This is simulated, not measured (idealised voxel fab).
process module | voxel released beams
cross-section cut | 250 nm wide | cells 5 nm
A cross-section is a grid of square cells, given in bands from the top down. A band is one or more rows of cells.
Each band's line starts with the height of the band's top and of its bottom, in nm. Then come its materials from left to right, each with its width in nm. One material with "throughout" fills the band from edge to edge. "air" is empty space.
Height 0 is the level under which the wafer as received is all one material. The lowest band goes on downwards, as in "0 down".
A width such as "30 to 40" changes by the same amount from each row of cells to the next, from the band's top row to its bottom row.
"no change" after a step means that no cell of the cross-section changed.
closed voids: empty space of 8 cells or more with no open way to the top, each as width x height at its distance from the left edge, in nm
after a step's settings: what the simulator itself notes on the step
overlay nm, on a step with a mask: how far to the right of its planned place the mask lay; to the left if negative
plan
1 op RECEIVE | material Si
2 op CONFORMAL_DEP | material SiN | thk nm 10
3 op DIRECTIONAL_DEP | material SiO2 | thk nm 15
4 op MASKED_ETCH | tone open | mask id ANCHOR | width nm 35 | etch materials SiO2 | depth nm 15 | overlay nm 0
5 op CONFORMAL_DEP | material W | thk nm 15
6 op PATTERN | tone cover | mask id BEAM | material resist | width nm 100 | thk nm 15 | overlay nm 0
7 op DIRECTIONAL_ETCH | etch materials W | depth nm 15
8 op STRIP | etch materials resist
9 op STRIP | etch materials SiO2
varied across the wafers: width nm of step 6. The plan shows the first wafer's value. All wafers start alike
first wafer as received, after step 1
  0 down: Si throughout
  closed voids: none
first wafer at the end, after step 9
  40 to 25: air 70 | W 15 | air 5 | W 80 | air 80
  25 to 10: air 70 | W 35 | air 145
  10 to 0: SiN throughout
  0 down: Si throughout
  closed voids: none
last wafer at the end
  40 to 25: air 60 | W 25 | air 5 | W 95 | air 65
  25 to 10: air 70 | W 35 | air 145
  10 to 0: SiN throughout
  0 down: Si throughout
  closed voids: none
each wafer at the end: cells of each material gained (+) or lost (-) since it was received, then its closed voids
width nm 100 | +100 SiN | +78 W | closed voids: none
width nm 105 | +100 SiN | +81 W | closed voids: none
width nm 110 | +100 SiN | +84 W | closed voids: none
width nm 115 | +100 SiN | +87 W | closed voids: none
width nm 120 | +100 SiN | +90 W | closed voids: none
width nm 125 | +100 SiN | +93 W | closed voids: none
